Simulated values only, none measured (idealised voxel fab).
process module | voxel released beams
cross-section cut | 200 nm wide | cells 5 nm
A cross-section is a grid of square cells, given in bands from the top down. A band is one or more rows of cells.
Each band's line starts with the height of the band's top and of its bottom, in nm. Then come its materials from left to right, each with its width in nm. One material with "throughout" fills the band from edge to edge. "air" is empty space.
Height 0 is the level under which the wafer as received is all one material. The lowest band goes on downwards, as in "0 down".
A width such as "30 to 40" changes by the same amount from each row of cells to the next, from the band's top row to its bottom row.
"no change" after a step means that no cell of the cross-section changed.
closed voids: empty space of 8 cells or more with no open way to the top, each as width x height at its distance from the left edge, in nm
after a step's settings: what the simulator itself notes on the step
overlay nm, on a step with a mask: how far to the right of its planned place the mask lay; to the left if negative
plan
1 op RECEIVE | material Si
2 op CONFORMAL_DEP | material SiN | thk nm 5
3 op DIRECTIONAL_DEP | material SiO2 | thk nm 20
4 op DIRECTIONAL_DEP | material aC | thk nm 15
5 op PATTERN | tone open | mask id ANCHOR | material resist | width nm 35 | thk nm 30 | overlay nm 0
6 op DIRECTIONAL_ETCH | etch materials aC | depth nm 15
7 op STRIP | etch materials resist
8 op DIRECTIONAL_ETCH | etch materials SiO2 | depth nm 20
9 op STRIP | etch materials aC
10 op CONFORMAL_DEP | material TiN | thk nm 15
11 op PATTERN | tone cover | mask id BEAM | material resist | width nm 80 | thk nm 20 | overlay nm 0
12 op DIRECTIONAL_ETCH | etch materials TiN | depth nm 15
13 op STRIP | etch materials resist
14 op STRIP | etch materials SiO2
as received, after step 1
  0 down: Si throughout
  closed voids: none
a wafer at the end: this start, this plan, one mistake
  40 to 25: air 55 | TiN 55 | air 90
  25 to 20: air 45 | TiN 15 | SiO2 35 | TiN 15 | air 90
  20 to 5: air 45 | TiN 15 | SiO2 35 | TiN 40 | air 65
  5 to 0: SiN throughout
  0 down: Si throughout
  closed voids: none
what went wrong: step 5 ran as: op PATTERN | tone cover | mask id ANCHOR | material resist | width nm 35 | thk nm 30 | overlay nm 0
